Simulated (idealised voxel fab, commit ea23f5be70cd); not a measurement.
Name of the process module below: voxel wiring stack
For reference, the cross-section in this document is cut, with width 205 nm and square cells of 5 nm.
Cross-section, as written here: a square-cell grid given band by band from the top down, where a band holds one or more rows of cells.
Read a band's entry like this: the first values are the height of its top and the height of its bottom in nm, and what follows is the sequence of materials from left to right, each with its width in nm. Note that "empty" is empty space, and that a single material marked "all across" reaches across the band from edge to edge.
All heights in this document are referenced to 0, defined as the level beneath which the wafer, as received, consists entirely of one material. The lowest band is not bounded below; it extends indefinitely downward and is written in the form "top 0, no bottom".
Width "30..40": first value at the band's top row of cells, second value at its bottom row, equal change from row to row.
The cross-section has no changed cell in any step marked "nothing different".
For the entry "Trapped void list", the listed items are empty spaces with no open way to the top whose size is 8 cells or more; each item follows the pattern width x height at distance, where distance is from the left edge and all three are in nm.
Past the settings on a step's line: simulator remark, on that step.
"overlay nm", when on a step's line for a step with a mask, measures how far to the right of its planned place the mask lay; a negative measure means to the left.
Below you will find pairs of cross-sections. In each, one shows the wafer before one process step and the other after it, with the after view ending at the lowest band that changed. Under each pair is the step separating them, along with its settings. Do not assume the pairs form a chain: they can come from different runs of this module on the same starting wafer, and a pair continues from the pair above it only when its "Prior to step" entry says so.

-- Prior to step
	top 105, bottom 80: empty (20), Ru (30), empty (15), Ru (30), empty (15), Ru (30), empty (15), Ru (30), empty (20)
	top 80, bottom 75: empty (20), TiN (30), empty (15), TiN (30), empty (15), TiN (30), empty (15), TiN (30), empty (20)
	top 75, bottom 60: SiO2 all across
	top 60, bottom 45: lowk all across
	top 45, bottom 40: SiCN all across
	top 40, bottom 20: lowk (20), W (30), lowk (15), W (30), lowk (15), W (30), lowk (15), W (30), lowk (20)
	top 20, bottom 15: lowk (20), TiN (30), lowk (15), TiN (30), lowk (15), TiN (30), lowk (15), TiN (30), lowk (20)
	top 15, bottom 0: SiO2 all across
	top 0, no bottom: Si all across
	Trapped void list: none

-- Resulting Structure
	top 115, bottom 105: SiO2 all across
	top 105, bottom 80: SiO2 (20), Ru (30), SiO2 (15), Ru (30), SiO2 (15), Ru (30), SiO2 (15), Ru (30), SiO2 (20)
	top 80, bottom 75: SiO2 (20), TiN (30), SiO2 (15), TiN (30), SiO2 (15), TiN (30), SiO2 (15), TiN (30), SiO2 (20)
	Note: structure below 75 unchanged.
	Trapped void list: none
Name the step between the before and after sections above: FILL_DEP,material SiO2,thk nm 10

Prior to step: see preceding pair, after cross-section.

-- Resulting Structure
	top 90, bottom 80: SiO2 (20), Ru (30), SiO2 (15), Ru (30), SiO2 (15), Ru (30), SiO2 (15), Ru (30), SiO2 (20)
	Note: structure below 80 unchanged.
	Trapped void list: none
Name the step between the before and after sections above: CMP,height nm 90

Prior to step: see preceding pair, after cross-section.

-- Resulting Structure
	top 95, bottom 90: SiCN all across
	Note: structure below 90 unchanged.
	Trapped void list: none
Name the step between the before and after sections above: CONFORMAL_DEP,material SiCN,thk nm 5

Prior to step: see preceding pair, after cross-section.

-- Resulting Structure
	top 110, bottom 95: SiO2 all across
	Note: structure below 95 unchanged.
	Trapped void list: none
Name the step between the before and after sections above: DIRECTIONAL_DEP,material SiO2,thk nm 15

Prior to step: see preceding pair, after cross-section.

-- Resulting Structure
	top 125, bottom 110: aC all across
	Note: structure below 110 unchanged.
	Trapped void list: none
Name the step between the before and after sections above: DIRECTIONAL_DEP,material aC,thk nm 15

Prior to step: see preceding pair, after cross-section.

-- Resulting Structure
	top 160, bottom 125: resist (20), empty (15), resist (75), empty (15), resist (80)
	Note: structure below 125 unchanged.
	Trapped void list: none
Name the step between the before and after sections above: PATTERN,tone open,mask id PLUG_2,material resist,width nm 15,pitch nm 90,thk nm 35,overlay nm 0

Prior to step: see preceding pair, after cross-section.

-- Resulting Structure
	top 145, bottom 125: resist (20), empty (15), resist (75), empty (15), resist (80)
	top 125, bottom 110: aC (20), empty (15), aC (75), empty (15), aC (80)
	Note: structure below 110 unchanged.
	Trapped void list: none
Name the step between the before and after sections above: DIRECTIONAL_ETCH,etch materials aC,depth nm 15

Prior to step: see preceding pair, after cross-section.

-- Resulting Structure
	top 125, bottom 110: aC (20), empty (15), aC (75), empty (15), aC (80)
	Note: structure below 110 unchanged.
	Trapped void list: none
Name the step between the before and after sections above: STRIP,etch materials resist

Prior to step: see preceding pair, after cross-section.

-- Resulting Structure
	top 125, bottom 110: aC (20), empty (15), aC (75), empty (15), aC (80)
	top 110, bottom 95: SiO2 (20), empty (15), SiO2 (75), empty (15), SiO2 (80)
	Note: structure below 95 unchanged.
	Trapped void list: none
Name the step between the before and after sections above: DIRECTIONAL_ETCH,etch materials SiO2,depth nm 15

Prior to step: see preceding pair, after cross-section.

-- Resulting Structure
	top 125, bottom 110: aC (20), empty (15), aC (75), empty (15), aC (80)
	top 110, bottom 95: SiO2 (20), empty (15), SiO2 (75), empty (15), SiO2 (80)
	top 95, bottom 90: SiCN (20), empty (15), SiCN (75), empty (15), SiCN (80)
	Note: structure below 90 unchanged.
	Trapped void list: none
Name the step between the before and after sections above: DIRECTIONAL_ETCH,etch materials SiCN,depth nm 5

Prior to step: see preceding pair, after cross-section.

-- Resulting Structure
	top 110, bottom 95: SiO2 (20), empty (15), SiO2 (75), empty (15), SiO2 (80)
	Note: structure below 95 unchanged.
	Trapped void list: none
Name the step between the before and after sections above: STRIP,etch materials aC

Prior to step: see preceding pair, after cross-section.

-- Resulting Structure
	top 115, bottom 110: TiN (25), empty (5), TiN (85), empty (5), TiN (85)
	top 110, bottom 95: SiO2 (20), TiN (5), empty (5), TiN (5), SiO2 (75), TiN (5), empty (5), TiN (5), SiO2 (80)
	top 95, bottom 90: SiCN (20), TiN (15), SiCN (75), TiN (15), SiCN (80)
	Note: structure below 90 unchanged.
	Trapped void list: none
Name the step between the before and after sections above: CONFORMAL_DEP,material TiN,thk nm 5

Prior to step: see preceding pair, after cross-section.

-- Resulting Structure
	top 120, bottom 115: Ru all across
	top 115, bottom 110: TiN (25), Ru (5), TiN (85), Ru (5), TiN (85)
	top 110, bottom 95: SiO2 (20), TiN (5), Ru (5), TiN (5), SiO2 (75), TiN (5), Ru (5), TiN (5), SiO2 (80)
	Note: structure below 95 unchanged.
	Trapped void list: none
Name the step between the before and after sections above: FILL_DEP,material Ru,thk nm 5

Prior to step: see preceding pair, after cross-section.

-- Resulting Structure
	top 110, bottom 95: SiO2 (20), TiN (5), Ru (5), TiN (5), SiO2 (75), TiN (5), Ru (5), TiN (5), SiO2 (80)
	Note: structure below 95 unchanged.
	Trapped void list: none
Name the step between the before and after sections above: CMP,height nm 110

Prior to step: see preceding pair, after cross-section.

-- Resulting Structure
	top 115, bottom 110: TiN all across
	Note: structure below 110 unchanged.
	Trapped void list: none
Name the step between the before and after sections above: DIRECTIONAL_DEP,material TiN,thk nm 5

Prior to step: see preceding pair, after cross-section.

-- Resulting Structure
	top 130, bottom 115: Ru all across
	Note: structure below 115 unchanged.
	Trapped void list: none
Name the step between the before and after sections above: DIRECTIONAL_DEP,material Ru,thk nm 15

Prior to step: see preceding pair, after cross-section.

-- Resulting Structure
	top 130, bottom 115: empty (20), Ru (30), empty (15), Ru (30), empty (15), Ru (30), empty (15), Ru (30), empty (20)
	Note: structure below 115 unchanged.
	Trapped void list: none
Name the step between the before and after sections above: MASKED_ETCH,tone cover,mask id METAL_3,width nm 30,pitch nm 45,etch materials Ru,depth nm 15,overlay nm 0

Prior to step: see preceding pair, after cross-section.

-- Resulting Structure
	top 130, bottom 115: empty (20), Ru (30), empty (15), Ru (30), empty (15), Ru (30), empty (15), Ru (30), empty (20)
	top 115, bottom 110: empty (20), TiN (30), empty (15), TiN (30), empty (15), TiN (30), empty (15), TiN (30), empty (20)
	Note: structure below 110 unchanged.
	Trapped void list: none
Name the step between the before and after sections above: MASKED_ETCH,tone cover,mask id METAL_3,width nm 30,pitch nm 45,etch materials TiN,depth nm 5,overlay nm 0

Prior to step: see preceding pair, after cross-section.

-- Resulting Structure
	top 135, bottom 130: empty (15), SiCN (40), empty (5), SiCN (40), empty (5), SiCN (40), empty (5), SiCN (40), empty (15)
	top 130, bottom 115: empty (15), SiCN (5), Ru (30), SiCN (5), empty (5), SiCN (5), Ru (30), SiCN (5), empty (5), SiCN (5), Ru (30), SiCN (5), empty (5), SiCN (5), Ru (30), SiCN (5), empty (15)
	top 115, bottom 110: SiCN (20), TiN (30), SiCN (15), TiN (30), SiCN (15), TiN (30), SiCN (15), TiN (30), SiCN (20)
	Note: structure below 110 unchanged.
	Trapped void list: none
Name the step between the before and after sections above: CONFORMAL_DEP,material SiCN,thk nm 5

Prior to step: see preceding pair, after cross-section.

-- Resulting Structure
	top 140, bottom 135: SiO2 all across
	top 135, bottom 130: SiO2 (15), SiCN (40), SiO2 (5), SiCN (40), SiO2 (5), SiCN (40), SiO2 (5), SiCN (40), SiO2 (15)
	top 130, bottom 115: SiO2 (15), SiCN (5), Ru (30), SiCN (5), SiO2 (5), SiCN (5), Ru (30), SiCN (5), SiO2 (5), SiCN (5), Ru (30), SiCN (5), SiO2 (5), SiCN (5), Ru (30), SiCN (5), SiO2 (15)
	Note: structure below 115 unchanged.
	Trapped void list: none
Name the step between the before and after sections above: FILL_DEP,material SiO2,thk nm 5

Prior to step: see preceding pair, after cross-section.

-- Resulting Structure
	top 130, bottom 115: SiO2 (15), SiCN (5), Ru (30), SiCN (5), SiO2 (5), SiCN (5), Ru (30), SiCN (5), SiO2 (5), SiCN (5), Ru (30), SiCN (5), SiO2 (5), SiCN (5), Ru (30), SiCN (5), SiO2 (15)
	Note: structure below 115 unchanged.
	Trapped void list: none
Name the step between the before and after sections above: CMP,height nm 130

Prior to step: see preceding pair, after cross-section.

-- Resulting Structure
	top 135, bottom 130: SiN all across
	Note: structure below 130 unchanged.
	Trapped void list: none
Name the step between the before and after sections above: CONFORMAL_DEP,material SiN,thk nm 5

-- Prior to step
	top 130, bottom 115: Ru all across
	top 115, bottom 110: TiN all across
	top 110, bottom 95: SiO2 (20), TiN (5), Ru (5), TiN (5), SiO2 (75), TiN (5), Ru (5), TiN (5), SiO2 (80)
	top 95, bottom 90: SiCN (20), TiN (15), SiCN (75), TiN (15), SiCN (80)
	top 90, bottom 65: SiO2 (20), Ru (30), SiO2 (15), Ru (30), SiO2 (15), Ru (30), SiO2 (15), Ru (30), SiO2 (20)
	top 65, bottom 60: SiO2 (20), TiN (30), SiO2 (15), TiN (30), SiO2 (15), TiN (30), SiO2 (15), TiN (30), SiO2 (20)
	top 60, bottom 45: lowk (20), Ru (15), lowk (30), Ru (15), lowk (30), Ru (15), lowk (30), Ru (15), lowk (35)
	top 45, bottom 40: SiCN (20), Ru (15), SiCN (30), Ru (15), SiCN (30), Ru (15), SiCN (30), Ru (15), SiCN (35)
	top 40, bottom 20: lowk (20), W (30), lowk (15), W (30), lowk (15), W (30), lowk (15), W (30), lowk (20)
	top 20, bottom 15: lowk (20), TiN (30), lowk (15), TiN (30), lowk (15), TiN (30), lowk (15), TiN (30), lowk (20)
	top 15, bottom 0: SiO2 all across
	top 0, no bottom: Si all across
	Trapped void list: none

-- Resulting Structure
	top 130, bottom 115: Ru (20), empty (30), Ru (15), empty (30), Ru (15), empty (30), Ru (15), empty (30), Ru (20)
	Note: structure below 115 unchanged.
	Trapped void list: none
Name the step between the before and after sections above: MASKED_ETCH,tone open,mask id METAL_3,width nm 30,pitch nm 45,etch materials Ru,depth nm 15,overlay nm 0

Prior to step: see preceding pair, after cross-section.

-- Resulting Structure
	top 135, bottom 130: SiCN (25), empty (20), SiCN (25), empty (20), SiCN (25), empty (20), SiCN (25), empty (20), SiCN (25)
	top 130, bottom 120: Ru (20), SiCN (5), empty (20), SiCN (5), Ru (15), SiCN (5), empty (20), SiCN (5), Ru (15), SiCN (5), empty (20), SiCN (5), Ru (15), SiCN (5), empty (20), SiCN (5), Ru (20)
	top 120, bottom 115: Ru (20), SiCN (30), Ru (15), SiCN (30), Ru (15), SiCN (30), Ru (15), SiCN (30), Ru (20)
	Note: structure below 115 unchanged.
	Trapped void list: none
Name the step between the before and after sections above: CONFORMAL_DEP,material SiCN,thk nm 5

Prior to step: see preceding pair, after cross-section.

-- Resulting Structure
	top 140, bottom 135: SiO2 all across
	top 135, bottom 130: SiCN (25), SiO2 (20), SiCN (25), SiO2 (20), SiCN (25), SiO2 (20), SiCN (25), SiO2 (20), SiCN (25)
	top 130, bottom 120: Ru (20), SiCN (5), SiO2 (20), SiCN (5), Ru (15), SiCN (5), SiO2 (20), SiCN (5), Ru (15), SiCN (5), SiO2 (20), SiCN (5), Ru (15), SiCN (5), SiO2 (20), SiCN (5), Ru (20)
	Note: structure below 120 unchanged.
	Trapped void list: none
Name the step between the before and after sections above: FILL_DEP,material SiO2,thk nm 5

Prior to step: see preceding pair, after cross-section.

-- Resulting Structure
	top 130, bottom 120: Ru (20), SiCN (5), SiO2 (20), SiCN (5), Ru (15), SiCN (5), SiO2 (20), SiCN (5), Ru (15), SiCN (5), SiO2 (20), SiCN (5), Ru (15), SiCN (5), SiO2 (20), SiCN (5), Ru (20)
	Note: structure below 120 unchanged.
	Trapped void list: none
Name the step between the before and after sections above: CMP,height nm 130

Prior to step: see preceding pair, after cross-section.

-- Resulting Structure
	top 135, bottom 130: SiN all across
	Note: structure below 130 unchanged.
	Trapped void list: none
Name the step between the before and after sections above: CONFORMAL_DEP,material SiN,thk nm 5
